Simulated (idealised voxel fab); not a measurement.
A process module follows: voxel tone inversion.
Shown is cross-section cut, with a width of 155 nm and square cells of size 5 nm.
Cross-section format: a grid of square cells, given as bands from top to bottom; each band is one or more rows of cells. The band entry comprises the height of the band's top followed by the height of its bottom, expressed in nm, and subsequently the band's materials from left to right, each stated together with its width in nm. Where a single material is marked with the word "full width", that material fills the band from edge to edge. The word "empty" represents empty space. Basically, 0 is our baseline, since under it the wafer straight out of the box is all one material. The bottom band has no lower end and keeps on going down, so it looks like "0 nm and below". A width such as "30->40" changes by the same amount from each row of cells to the next, from the band's top row to its bottom row. No cell of the cross-section changed in a step that is given as "changes: none". If an empty space has no open way to the top and is at least 8 cells in size, "Sealed cavities" lists it, written width x height at distance, where distance is measured from the left edge and every value is in nm. What comes after the settings on a step's line is commentary from the simulator itself on that step. overlay nm: mask right of planned place by this much (step with mask). Neg. = left.
[Listed below are the process steps as planned]
1) RECEIVE,material Si
2) CONFORMAL_DEP,material SiCN,thk nm 5
3) DIRECTIONAL_DEP,material aC,thk nm 25
4) PATTERN,tone cover,mask id POSTS,material resist,width nm 20,pitch nm 40,thk nm 30,overlay nm 0
5) DIRECTIONAL_ETCH,etch materials aC,depth nm 25
6) STRIP,etch materials resist
7) FILL_DEP,material lowk,thk nm 5
8) CMP,height nm 35
9) STRIP,etch materials aC
The plan's step 2 thk nm is the first wafer's value; the wafers differ in this setting and start identical.
[As received, i.e. after step 1: cross-section through the first of several wafers]
    0 nm and below | Si full width
    Sealed cavities: none
[The table below has one row for each wafer; a row shows, as of the end of the module, how many cells of each material the wafer has gained, marked (+), or lost, marked (-), since it was received, and then the wafer's closed voids]
thk nm 5 | +31 SiCN | +60 aC | +126 lowk | Sealed cavities: none
thk nm 10 | +62 SiCN | +95 lowk | Sealed cavities: none
thk nm 15 | +93 SiCN | +76 lowk | Sealed cavities: none
thk nm 20 | +124 SiCN | +57 lowk | Sealed cavities: none
thk nm 25 | +155 SiCN | +38 lowk | Sealed cavities: none
